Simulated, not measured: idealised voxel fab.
Proc. module: voxel self aligned contacts
Xsec cut, 240 nm wide, square cell size 5 nm.
This document writes a cross-section as a grid whose cells are square, and gives it as bands, listed from the top down; one or more rows of cells form a band.
Within each band entry, the heights of the top and of the bottom of the band appear first, in that order and in nm; the materials of the band then follow from left to right, each with its corresponding width in nm. The designation "full width" on a single material indicates that it fills the band from edge to edge; the designation "blank" indicates empty space.
Measure heights from 0. That's the level where, below it, the as-received wafer is all one material. The lowest band is bottomless and extends downward; write it as in "0 nm and below".
Width "30 to 40": first value at the band's top row of cells, second value at its bottom row, equal change from row to row.
The cross-section has no changed cell in any step marked "no alterations made".
Heads up: "Closed void catalog" only lists the empty pockets with no open path to the top that are 8 cells or more, and it writes them as width x height at distance, distance from the left edge, in nm.
What comes after the settings on a step's line is commentary from the simulator itself on that step.
"overlay nm" denotes, for a step that has a mask, the displacement of the mask to the right of its planned place, with negative values corresponding to the left.

## Process steps foreseen in the plan
| 1 | RECEIVE (material Si) |
| 2 | CONFORMAL_DEP (material SiO2; thk nm 5) |
| 3 | DIRECTIONAL_DEP (material polySi; thk nm 25) |
| 4 | DIRECTIONAL_DEP (material SiN; thk nm 20) |
| 5 | DIRECTIONAL_DEP (material aC; thk nm 15) |
| 6 | PATTERN (tone cover; mask id GATE; material resist; width nm 35; pitch nm 60; thk nm 30; overlay nm 0) |
| 7 | DIRECTIONAL_ETCH (etch materials aC; depth nm 15) |
| 8 | STRIP (etch materials resist) |
| 9 | DIRECTIONAL_ETCH (etch materials SiN; depth nm 20) |
| 10 | DIRECTIONAL_ETCH (etch materials polySi; depth nm 25) |
| 11 | STRIP (etch materials aC) |
| 12 | CONFORMAL_DEP (material SiN; thk nm 5) |
| 13 | DIRECTIONAL_ETCH (etch materials SiN; depth nm 5) |
| 14 | FILL_DEP (material SiO2; thk nm 15) |
| 15 | CMP (height nm 55) |
| 16 | PATTERN (tone open; mask id CONTACT; material resist; width nm 45; thk nm 15; overlay nm 0) |
| 17 | DIRECTIONAL_ETCH (etch materials SiO2; depth nm 55) |
| 18 | STRIP (etch materials resist) |
| 19 | CONFORMAL_DEP (material TiN; thk nm 5) |
| 20 | FILL_DEP (material W; thk nm 5) |
| 21 | CMP (height nm 55) |
| 22 | CONFORMAL_DEP (material SiN; thk nm 5) |

## First of two wafers: run as planned

## The cross-section here shows the wafer as received, i.e. in its state after step 1
> 0 nm and below: Si full width
> Closed void catalog: none

## Upon completion of step 2, the wafer appears in cross-section as shown
> 5 nm to 0 nm: SiO2 full width
> At heights below 0, the structure remains unaltered.

## Upon completion of step 3, the wafer appears in cross-section as shown
> 30 nm to 5 nm: polySi full width
> At heights below 5, the structure remains unaltered.

## Upon completion of step 4, the wafer appears in cross-section as shown
> 50 nm to 30 nm: SiN full width
> At heights below 30, the structure remains unaltered.

## Upon completion of step 5, the wafer appears in cross-section as shown
> 65 nm to 50 nm: aC full width
> At heights below 50, the structure remains unaltered.

## Upon completion of step 6, the wafer appears in cross-section as shown
> 95 nm to 65 nm: 70 nm blank, then 35 nm resist, then 25 nm blank, then 35 nm resist, then 75 nm blank
> At heights below 65, the structure remains unaltered.

## Upon completion of step 7, the wafer appears in cross-section as shown
> 80 nm to 65 nm: 70 nm blank, then 35 nm resist, then 25 nm blank, then 35 nm resist, then 75 nm blank
> 65 nm to 50 nm: 70 nm blank, then 35 nm aC, then 25 nm blank, then 35 nm aC, then 75 nm blank
> At heights below 50, the structure remains unaltered.

## Upon completion of step 8, the wafer appears in cross-section as shown
> 65 nm to 50 nm: 70 nm blank, then 35 nm aC, then 25 nm blank, then 35 nm aC, then 75 nm blank
> At heights below 50, the structure remains unaltered.

## Upon completion of step 9, the wafer appears in cross-section as shown
> 65 nm to 50 nm: 70 nm blank, then 35 nm aC, then 25 nm blank, then 35 nm aC, then 75 nm blank
> 50 nm to 30 nm: 70 nm blank, then 35 nm SiN, then 25 nm blank, then 35 nm SiN, then 75 nm blank
> At heights below 30, the structure remains unaltered.

## Upon completion of step 10, the wafer appears in cross-section as shown
> 65 nm to 50 nm: 70 nm blank, then 35 nm aC, then 25 nm blank, then 35 nm aC, then 75 nm blank
> 50 nm to 30 nm: 70 nm blank, then 35 nm SiN, then 25 nm blank, then 35 nm SiN, then 75 nm blank
> 30 nm to 5 nm: 70 nm blank, then 35 nm polySi, then 25 nm blank, then 35 nm polySi, then 75 nm blank
> At heights below 5, the structure remains unaltered.

## Upon completion of step 11, the wafer appears in cross-section as shown
> 50 nm to 30 nm: 70 nm blank, then 35 nm SiN, then 25 nm blank, then 35 nm SiN, then 75 nm blank
> At heights below 30, the structure remains unaltered.

## Upon completion of step 12, the wafer appears in cross-section as shown
> 55 nm to 30 nm: 65 nm blank, then 45 nm SiN, then 15 nm blank, then 45 nm SiN, then 70 nm blank
> 30 nm to 10 nm: 65 nm blank, then 5 nm SiN, then 35 nm polySi, then 5 nm SiN, then 15 nm blank, then 5 nm SiN, then 35 nm polySi, then 5 nm SiN, then 70 nm blank
> 10 nm to 5 nm: 70 nm SiN, then 35 nm polySi, then 25 nm SiN, then 35 nm polySi, then 75 nm SiN
> At heights below 5, the structure remains unaltered.

## Upon completion of step 13, the wafer appears in cross-section as shown
> 50 nm to 30 nm: 65 nm blank, then 45 nm SiN, then 15 nm blank, then 45 nm SiN, then 70 nm blank
> 30 nm to 5 nm: 65 nm blank, then 5 nm SiN, then 35 nm polySi, then 5 nm SiN, then 15 nm blank, then 5 nm SiN, then 35 nm polySi, then 5 nm SiN, then 70 nm blank
> At heights below 5, the structure remains unaltered.

## Upon completion of step 14, the wafer appears in cross-section as shown
> 65 nm to 50 nm: SiO2 full width
> 50 nm to 30 nm: 65 nm SiO2, then 45 nm SiN, then 15 nm SiO2, then 45 nm SiN, then 70 nm SiO2
> 30 nm to 5 nm: 65 nm SiO2, then 5 nm SiN, then 35 nm polySi, then 5 nm SiN, then 15 nm SiO2, then 5 nm SiN, then 35 nm polySi, then 5 nm SiN, then 70 nm SiO2
> At heights below 5, the structure remains unaltered.

## Upon completion of step 15, the wafer appears in cross-section as shown
> 55 nm to 50 nm: SiO2 full width
> At heights below 50, the structure remains unaltered.

## Upon completion of step 16, the wafer appears in cross-section as shown
> 70 nm to 55 nm: 95 nm resist, then 45 nm blank, then 100 nm resist
> At heights below 55, the structure remains unaltered.

## Upon completion of step 17, the wafer appears in cross-section as shown
> 70 nm to 55 nm: 95 nm resist, then 45 nm blank, then 100 nm resist
> 55 nm to 50 nm: 95 nm SiO2, then 45 nm blank, then 100 nm SiO2
> 50 nm to 30 nm: 65 nm SiO2, then 45 nm SiN, then 15 nm blank, then 45 nm SiN, then 70 nm SiO2
> 30 nm to 5 nm: 65 nm SiO2, then 5 nm SiN, then 35 nm polySi, then 5 nm SiN, then 15 nm blank, then 5 nm SiN, then 35 nm polySi, then 5 nm SiN, then 70 nm SiO2
> 5 nm to 0 nm: 110 nm SiO2, then 15 nm blank, then 115 nm SiO2
> At heights below 0, the structure remains unaltered.

## Upon completion of step 18, the wafer appears in cross-section as shown
> 55 nm to 50 nm: 95 nm SiO2, then 45 nm blank, then 100 nm SiO2
> At heights below 50, the structure remains unaltered.

## Upon completion of step 19, the wafer appears in cross-section as shown
> 60 nm to 55 nm: 100 nm TiN, then 35 nm blank, then 105 nm TiN
> 55 nm to 50 nm: 95 nm SiO2, then 20 nm TiN, then 5 nm blank, then 20 nm TiN, then 100 nm SiO2
> 50 nm to 30 nm: 65 nm SiO2, then 45 nm SiN, then 5 nm TiN, then 5 nm blank, then 5 nm TiN, then 45 nm SiN, then 70 nm SiO2
> 30 nm to 5 nm: 65 nm SiO2, then 5 nm SiN, then 35 nm polySi, then 5 nm SiN, then 5 nm TiN, then 5 nm blank, then 5 nm TiN, then 5 nm SiN, then 35 nm polySi, then 5 nm SiN, then 70 nm SiO2
> 5 nm to 0 nm: 110 nm SiO2, then 15 nm TiN, then 115 nm SiO2
> At heights below 0, the structure remains unaltered.

## Upon completion of step 20, the wafer appears in cross-section as shown
> 65 nm to 60 nm: W full width
> 60 nm to 55 nm: 100 nm TiN, then 35 nm W, then 105 nm TiN
> 55 nm to 50 nm: 95 nm SiO2, then 20 nm TiN, then 5 nm W, then 20 nm TiN, then 100 nm SiO2
> 50 nm to 30 nm: 65 nm SiO2, then 45 nm SiN, then 5 nm TiN, then 5 nm W, then 5 nm TiN, then 45 nm SiN, then 70 nm SiO2
> 30 nm to 5 nm: 65 nm SiO2, then 5 nm SiN, then 35 nm polySi, then 5 nm SiN, then 5 nm TiN, then 5 nm W, then 5 nm TiN, then 5 nm SiN, then 35 nm polySi, then 5 nm SiN, then 70 nm SiO2
> At heights below 5, the structure remains unaltered.

## Upon completion of step 21, the wafer appears in cross-section as shown
> 55 nm to 50 nm: 95 nm SiO2, then 20 nm TiN, then 5 nm W, then 20 nm TiN, then 100 nm SiO2
> At heights below 50, the structure remains unaltered.

## Upon completion of step 22, the wafer appears in cross-section as shown
> 60 nm to 55 nm: SiN full width
> At heights below 55, the structure remains unaltered.

## Second wafer, same starting state and plan as the first, one mistake in the run, identical through step 20

## Second wafer cross-section, taken as of the time the plan sets for step 21 to be done
> 60 nm to 55 nm: 100 nm TiN, then 35 nm W, then 105 nm TiN
> At heights below 55, the structure remains unaltered.

## Second wafer cross-section, taken as of the time the plan sets for step 22 to be done
> 65 nm to 60 nm: SiN full width
> At heights below 60, the structure remains unaltered.
Deviation from plan: note that step 21 departed from the planned setting and was carried out as CMP (height nm 60)
In the final state, the cell counts of the second wafer exceed or fall short of those of the first for the following materials: TiN: 41 more | W: 7 more
